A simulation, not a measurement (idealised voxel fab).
The process module presented herein is designated voxel gate over fins.
Shown is cross-section cut, with a width of 150 nm and square cells of size 5 nm.
How to read a cross-section here: the picture is a grid of square cells, written as bands going from the top down, and any band can span one or more rows of cells.
Within each band entry, the heights of the top and of the bottom of the band appear first, in that order and in nm; the materials of the band then follow from left to right, each with its corresponding width in nm. The designation "all across" on a single material indicates that it fills the band from edge to edge; the designation "blank" indicates empty space.
Convention: height 0 is the level below which the wafer, as received, is all one material. The lowest band does not terminate at the bottom but continues downward, represented as "from 0 down".
A two-number width, for instance "30..40", indicates that the width is equal to the first number in the top row of the band and to the second number in the bottom row, and that it changes by a constant amount per row of cells.
It should be understood that the words "remained the same", when stated for a given step, signify that the cross-section underwent no change in any of its cells during that step.
Enclosed voids (no open way to top), threshold 8 cells or more, entry "closed voids", notation width x height at distance, distance from left edge, nm.
It should be noted that, on the line of a given step, the content following the step's settings is a remark produced by the simulator itself with respect to that step.
The line of a step may include "overlay nm". On a step with a mask, this value is how far to the right of its planned place the mask lay. A negative value means the mask lay to the left.

Planned process steps:
- 1: RECEIVE: material Si
- 2: CONFORMAL_DEP: material SiN, thk nm 5
- 3: DIRECTIONAL_DEP: material aC, thk nm 10
- 4: PATTERN: tone cover, mask id FINS, material resist, width nm 15, pitch nm 40, thk nm 25, overlay nm 0
- 5: DIRECTIONAL_ETCH: etch materials aC, depth nm 10
- 6: STRIP: etch materials resist
- 7: DIRECTIONAL_ETCH: etch materials SiN, depth nm 5
- 8: DIRECTIONAL_ETCH: etch materials Si, depth nm 30
- 9: STRIP: etch materials aC
- 10: FILL_DEP: material SiO2, thk nm 10
- 11: CMP: height nm 5
- 12: SELECTIVE_ETCH: etch materials SiO2, depth nm 15
- 13: STRIP: etch materials SiN
- 14: CONFORMAL_DEP: material HfO2, thk nm 5
- 15: CONFORMAL_DEP: material TiN, thk nm 5
- 16: FILL_DEP: material W, thk nm 10
- 17: CMP: height nm 15
- 18: CONFORMAL_DEP: material SiN, thk nm 5

First of two wafers, with the run carried out as planned:

Received-state cross-section, reflecting completion of step 1:
	from 0 down = Si all across
	closed voids: none

So this is the wafer cross-section right after step 2:
	from 5 to 0 = SiN all across
	Whatever lies below 0 is exactly as it was before.

So this is the wafer cross-section right after step 3:
	from 15 to 5 = aC all across
	Whatever lies below 5 is exactly as it was before.

So this is the wafer cross-section right after step 4:
	from 40 to 15 = 45 nm blank / 15 nm resist / 25 nm blank / 15 nm resist / 50 nm blank
	Whatever lies below 15 is exactly as it was before.

So this is the wafer cross-section right after step 5:
	from 30 to 15 = 45 nm blank / 15 nm resist / 25 nm blank / 15 nm resist / 50 nm blank
	from 15 to 5 = 45 nm blank / 15 nm aC / 25 nm blank / 15 nm aC / 50 nm blank
	Whatever lies below 5 is exactly as it was before.

So this is the wafer cross-section right after step 6:
	from 15 to 5 = 45 nm blank / 15 nm aC / 25 nm blank / 15 nm aC / 50 nm blank
	Whatever lies below 5 is exactly as it was before.

So this is the wafer cross-section right after step 7:
	from 15 to 5 = 45 nm blank / 15 nm aC / 25 nm blank / 15 nm aC / 50 nm blank
	from 5 to 0 = 45 nm blank / 15 nm SiN / 25 nm blank / 15 nm SiN / 50 nm blank
	Whatever lies below 0 is exactly as it was before.

So this is the wafer cross-section right after step 8:
	from 15 to 5 = 45 nm blank / 15 nm aC / 25 nm blank / 15 nm aC / 50 nm blank
	from 5 to 0 = 45 nm blank / 15 nm SiN / 25 nm blank / 15 nm SiN / 50 nm blank
	from 0 to -30 = 45 nm blank / 15 nm Si / 25 nm blank / 15 nm Si / 50 nm blank
	Whatever lies below -30 is exactly as it was before.

So this is the wafer cross-section right after step 9:
	from 5 to 0 = 45 nm blank / 15 nm SiN / 25 nm blank / 15 nm SiN / 50 nm blank
	Whatever lies below 0 is exactly as it was before.

So this is the wafer cross-section right after step 10:
	from 15 to 5 = SiO2 all across
	from 5 to 0 = 45 nm SiO2 / 15 nm SiN / 25 nm SiO2 / 15 nm SiN / 50 nm SiO2
	from 0 to -30 = 45 nm SiO2 / 15 nm Si / 25 nm SiO2 / 15 nm Si / 50 nm SiO2
	Whatever lies below -30 is exactly as it was before.

So this is the wafer cross-section right after step 11:
	from 5 to 0 = 45 nm SiO2 / 15 nm SiN / 25 nm SiO2 / 15 nm SiN / 50 nm SiO2
	Whatever lies below 0 is exactly as it was before.

So this is the wafer cross-section right after step 12:
	from 5 to 0 = 45 nm blank / 15 nm SiN / 25 nm blank / 15 nm SiN / 50 nm blank
	from 0 to -10 = 45 nm blank / 15 nm Si / 25 nm blank / 15 nm Si / 50 nm blank
	Whatever lies below -10 is exactly as it was before.

So this is the wafer cross-section right after step 13:
	from 0 to -10 = 45 nm blank / 15 nm Si / 25 nm blank / 15 nm Si / 50 nm blank
	Whatever lies below -10 is exactly as it was before.

So this is the wafer cross-section right after step 14:
	from 5 to 0 = 40 nm blank / 25 nm HfO2 / 15 nm blank / 25 nm HfO2 / 45 nm blank
	from 0 to -5 = 40 nm blank / 5 nm HfO2 / 15 nm Si / 5 nm HfO2 / 15 nm blank / 5 nm HfO2 / 15 nm Si / 5 nm HfO2 / 45 nm blank
	from -5 to -10 = 45 nm HfO2 / 15 nm Si / 25 nm HfO2 / 15 nm Si / 50 nm HfO2
	Whatever lies below -10 is exactly as it was before.

So this is the wafer cross-section right after step 15:
	from 10 to 5 = 35 nm blank / 35 nm TiN / 5 nm blank / 35 nm TiN / 40 nm blank
	from 5 to 0 = 35 nm blank / 5 nm TiN / 25 nm HfO2 / 5 nm TiN / 5 nm blank / 5 nm TiN / 25 nm HfO2 / 5 nm TiN / 40 nm blank
	from 0 to -5 = 40 nm TiN / 5 nm HfO2 / 15 nm Si / 5 nm HfO2 / 15 nm TiN / 5 nm HfO2 / 15 nm Si / 5 nm HfO2 / 45 nm TiN
	Whatever lies below -5 is exactly as it was before.

So this is the wafer cross-section right after step 16:
	from 20 to 10 = W all across
	from 10 to 5 = 35 nm W / 35 nm TiN / 5 nm W / 35 nm TiN / 40 nm W
	from 5 to 0 = 35 nm W / 5 nm TiN / 25 nm HfO2 / 5 nm TiN / 5 nm W / 5 nm TiN / 25 nm HfO2 / 5 nm TiN / 40 nm W
	Whatever lies below 0 is exactly as it was before.

So this is the wafer cross-section right after step 17:
	from 15 to 10 = W all across
	Whatever lies below 10 is exactly as it was before.

So this is the wafer cross-section right after step 18:
	from 20 to 15 = SiN all across
	Whatever lies below 15 is exactly as it was before.

The second wafer: identical to the first at the outset and in its planned sequence, differing only in that one mistake was made during processing; up to and including step 13, its path is the first wafer's path:

Planned end of step 14: second wafer, cross-section: remained the same

Planned end of step 15: second wafer, cross-section:
	from 5 to 0 = 40 nm blank / 25 nm TiN / 15 nm blank / 25 nm TiN / 45 nm blank
	from 0 to -5 = 40 nm blank / 5 nm TiN / 15 nm Si / 5 nm TiN / 15 nm blank / 5 nm TiN / 15 nm Si / 5 nm TiN / 45 nm blank
	from -5 to -10 = 45 nm TiN / 15 nm Si / 25 nm TiN / 15 nm Si / 50 nm TiN
	Whatever lies below -10 is exactly as it was before.

Planned end of step 16: second wafer, cross-section:
	from 15 to 5 = W all across
	from 5 to 0 = 40 nm W / 25 nm TiN / 15 nm W / 25 nm TiN / 45 nm W
	from 0 to -5 = 40 nm W / 5 nm TiN / 15 nm Si / 5 nm TiN / 15 nm W / 5 nm TiN / 15 nm Si / 5 nm TiN / 45 nm W
	Whatever lies below -5 is exactly as it was before.

Planned end of step 17: second wafer, cross-section: remained the same

Planned end of step 18: second wafer, cross-section:
	from 20 to 15 = SiN all across
	Whatever lies below 15 is exactly as it was before.
Against the plan, the run slipped here: step 14 was left out
at the end the second wafer has, in cells: HfO2 -38 | W +38
